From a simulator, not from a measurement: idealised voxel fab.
process module | voxel self aligned vias
cross-section cut | 255 nm wide | cells 5 nm
A cross-section is a grid of square cells, given in bands from the top down. A band is one or more rows of cells.
Each band's line starts with the height of the band's top and of its bottom, in nm. Then come its materials from left to right, each with its width in nm. One material with "throughout" fills the band from edge to edge. "air" is empty space.
Height 0 is the level under which the wafer as received is all one material. The lowest band goes on downwards, as in "0 down".
A width such as "30 to 40" changes by the same amount from each row of cells to the next, from the band's top row to its bottom row.
"no change" after a step means that no cell of the cross-section changed.
closed voids: empty space of 8 cells or more with no open way to the top, each as width x height at its distance from the left edge, in nm
after a step's settings: what the simulator itself notes on the step
overlay nm, on a step with a mask: how far to the right of its planned place the mask lay; to the left if negative
plan
1 op RECEIVE | material Si
2 op CONFORMAL_DEP | material SiO2 | thk nm 10
3 op CONFORMAL_DEP | material SiCN | thk nm 5
4 op DIRECTIONAL_DEP | material SiO2 | thk nm 20
5 op DIRECTIONAL_DEP | material aC | thk nm 15
6 op PATTERN | tone open | mask id LINES | material resist | width nm 20 | pitch nm 55 | thk nm 35 | overlay nm 0
7 op DIRECTIONAL_ETCH | etch materials aC | depth nm 15
8 op STRIP | etch materials resist
9 op DIRECTIONAL_ETCH | etch materials SiO2 | depth nm 20
10 op STRIP | etch materials aC
11 op CONFORMAL_DEP | material TiN | thk nm 5
12 op FILL_DEP | material Ru | thk nm 5
13 op CMP | height nm 35
14 op SELECTIVE_ETCH | etch materials W Ru TiN | depth nm 5
15 op FILL_DEP | material SiN | thk nm 10
16 op CMP | height nm 35
17 op DIRECTIONAL_DEP | material SiO2 | thk nm 20
18 op PATTERN | tone open | mask id VIAS | material resist | width nm 40 | pitch nm 110 | thk nm 20 | overlay nm 0
19 op DIRECTIONAL_ETCH | etch materials SiO2 | depth nm 20
20 op DIRECTIONAL_ETCH | etch materials SiN | depth nm 5
21 op STRIP | etch materials resist
22 op CONFORMAL_DEP | material TiN | thk nm 5
23 op FILL_DEP | material W | thk nm 5
24 op CMP | height nm 55
25 op CONFORMAL_DEP | material SiCN | thk nm 5
varied across the wafers: width nm of step 6. The plan shows the first wafer's value. All wafers start alike
first wafer as received, after step 1
  0 down: Si throughout
  closed voids: none
first wafer at the end, after step 25
  60 to 55: SiCN throughout
  55 to 40: SiO2 50 | TiN 5 | W 30 | TiN 5 | SiO2 70 | TiN 5 | W 30 | TiN 5 | SiO2 55
  40 to 35: SiO2 50 | TiN 15 | W 10 | TiN 15 | SiO2 70 | TiN 15 | W 10 | TiN 15 | SiO2 55
  35 to 30: SiO2 60 | TiN 20 | SiO2 35 | SiN 20 | SiO2 35 | TiN 20 | SiO2 65
  30 to 20: SiO2 60 | TiN 5 | Ru 10 | TiN 5 | SiO2 35 | TiN 5 | Ru 10 | TiN 5 | SiO2 35 | TiN 5 | Ru 10 | TiN 5 | SiO2 65
  20 to 15: SiO2 60 | TiN 20 | SiO2 35 | TiN 20 | SiO2 35 | TiN 20 | SiO2 65
  15 to 10: SiCN throughout
  10 to 0: SiO2 throughout
  0 down: Si throughout
  closed voids: none
last wafer at the end
  60 to 55: SiCN throughout
  55 to 35: SiO2 50 | TiN 5 | W 30 | TiN 5 | SiO2 70 | TiN 5 | W 30 | TiN 5 | SiO2 55
  35 to 30: SiO2 50 | TiN 40 | SiO2 15 | SiN 40 | SiO2 15 | TiN 40 | SiO2 55
  30 to 20: SiO2 50 | TiN 5 | Ru 30 | TiN 5 | SiO2 15 | TiN 5 | Ru 30 | TiN 5 | SiO2 15 | TiN 5 | Ru 30 | TiN 5 | SiO2 55
  20 to 15: SiO2 50 | TiN 40 | SiO2 15 | TiN 40 | SiO2 15 | TiN 40 | SiO2 55
  15 to 10: SiCN throughout
  10 to 0: SiO2 throughout
  0 down: Si throughout
  closed voids: none
each wafer at the end: cells of each material gained (+) or lost (-) since it was received, then its closed voids
width nm 20 | +12 Ru | +102 SiCN | +4 SiN | +398 SiO2 | +56 TiN | +40 W | closed voids: none
width nm 25 | +18 Ru | +102 SiCN | +5 SiN | +386 SiO2 | +59 TiN | +42 W | closed voids: none
width nm 30 | +24 Ru | +102 SiCN | +6 SiN | +374 SiO2 | +62 TiN | +44 W | closed voids: none
width nm 35 | +30 Ru | +102 SiCN | +7 SiN | +362 SiO2 | +65 TiN | +46 W | closed voids: none
width nm 40 | +36 Ru | +102 SiCN | +8 SiN | +350 SiO2 | +68 TiN | +48 W | closed voids: none
